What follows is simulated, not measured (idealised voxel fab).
process module | voxel self aligned contacts
Each square cell in cross-section cut measures 5 nm, and the section as a whole is 200 nm wide.
If you're reading a cross-section in this doc, picture square cells in a grid; it comes to you as bands, top ones listed first down to the bottom, and a band can be one or more rows of cells. Read a band's entry like this: the first values are the height of its top and the height of its bottom in nm, and what follows is the sequence of materials from left to right, each with its width in nm. Note that "air" is empty space, and that a single material marked "everywhere" reaches across the band from edge to edge. Heights are expressed relative to 0, this being the level below which the as-received wafer comprises one material exclusively. The lowest band is unbounded in the downward direction and is denoted as in "0 nm and below". So if you see something like "30..40" for the width, read it as the top row of the band sitting at the first number and the bottom row at the second, with every row in between moving by the same amount as the last. Key: "no modifications" - step with no changed cell in the cross-section. This entry, "Unvented cavities", enumerates those empty regions of no fewer than 8 cells that possess no open connection to the top. Each region is reported in the form width x height at distance, the distance being taken from the left edge, with all three quantities expressed in nm. Past the settings on a step's line: simulator remark, on that step. "overlay nm" on a masked step: distance the mask lay right of its planned place, negative for left.

-- Steps in the process plan
1,op RECEIVE | material Si
2,op OXIDIZE | depth nm 5
3,op DIRECTIONAL_DEP | material polySi | thk nm 25
4,op DIRECTIONAL_DEP | material SiN | thk nm 20
5,op DIRECTIONAL_DEP | material aC | thk nm 10
6,op PATTERN | tone cover | mask id GATE | material resist | width nm 30 | pitch nm 65 | thk nm 30 | overlay nm 0
7,op DIRECTIONAL_ETCH | etch materials aC | depth nm 10
8,op STRIP | etch materials resist
9,op DIRECTIONAL_ETCH | etch materials SiN | depth nm 20
10,op DIRECTIONAL_ETCH | etch materials polySi | depth nm 25
11,op STRIP | etch materials aC
12,op CONFORMAL_DEP | material SiN | thk nm 10
13,op DIRECTIONAL_ETCH | etch materials SiN | depth nm 10
14,op FILL_DEP | material SiO2 | thk nm 15
15,op CMP | height nm 55
16,op DIRECTIONAL_DEP | material aC | thk nm 15
17,op PATTERN | tone open | mask id CONTACT | material resist | width nm 45 | thk nm 30 | overlay nm 0
18,op DIRECTIONAL_ETCH | etch materials aC | depth nm 15
19,op STRIP | etch materials resist
20,op DIRECTIONAL_ETCH | etch materials SiO2 | depth nm 60
21,op STRIP | etch materials aC
22,op CONFORMAL_DEP | material TiN | thk nm 5
23,op FILL_DEP | material Ru | thk nm 5
24,op CMP | height nm 55
25,op CONFORMAL_DEP | material SiCN | thk nm 5

-- Shown in cross-section is the wafer as received, that is, as it stands after step 1
- 0 nm and below: Si everywhere
- Unvented cavities: none

-- As-planned run: cross-section of the first of two wafers at end of module
- 60 nm to 55 nm: SiCN everywhere
- 55 nm to 45 nm: 75 of SiO2 | 5..20 of TiN | 35..5 of Ru | 5..20 of TiN | 80 of SiO2
- 45 nm to 25 nm: 40 of SiO2 | 50 of SiN | 5 of TiN | 5 of Ru | 5 of TiN | 50 of SiN | 45 of SiO2
- 25 nm to 0 nm: 40 of SiO2 | 10 of SiN | 30 of polySi | 10 of SiN | 5 of TiN | 5 of Ru | 5 of TiN | 10 of SiN | 30 of polySi | 10 of SiN | 45 of SiO2
- 0 nm to -5 nm: 90 of SiO2 | 15 of TiN | 95 of SiO2
- -5 nm and below: Si everywhere
- Unvented cavities: none

-- Presented here is a cross-section of the second of the two wafers as it stood at the end of the module. It was started in the same manner and assigned the same plan as the first wafer; however, one mistake was made in its execution
- 60 nm to 55 nm: SiCN everywhere
- 55 nm to 50 nm: 75 of SiO2 | 5 of TiN | 35 of Ru | 5 of TiN | 80 of SiO2
- 50 nm to 45 nm: 75 of SiO2 | 45 of TiN | 80 of SiO2
- 45 nm to 25 nm: 60 of SiN | 10 of SiO2 | 55 of SiN | 10 of SiO2 | 65 of SiN
- 25 nm to 0 nm: 50 of polySi | 10 of SiN | 10 of SiO2 | 10 of SiN | 35 of polySi | 10 of SiN | 10 of SiO2 | 10 of SiN | 55 of polySi
- 0 nm to -5 nm: SiO2 everywhere
- -5 nm and below: Si everywhere
- Unvented cavities: none
Finding, execution versus plan: the process deviated at step 6: the operation and settings actually run there were op PATTERN | tone open | mask id GATE | material resist | width nm 30 | pitch nm 65 | thk nm 30 | overlay nm 0
In the final state, the cell counts of the second wafer exceed or fall short of those of the first for the following materials: 10 fewer of Ru | 64 more of SiN | 114 fewer of SiO2 | 20 fewer of TiN | 80 more of polySi
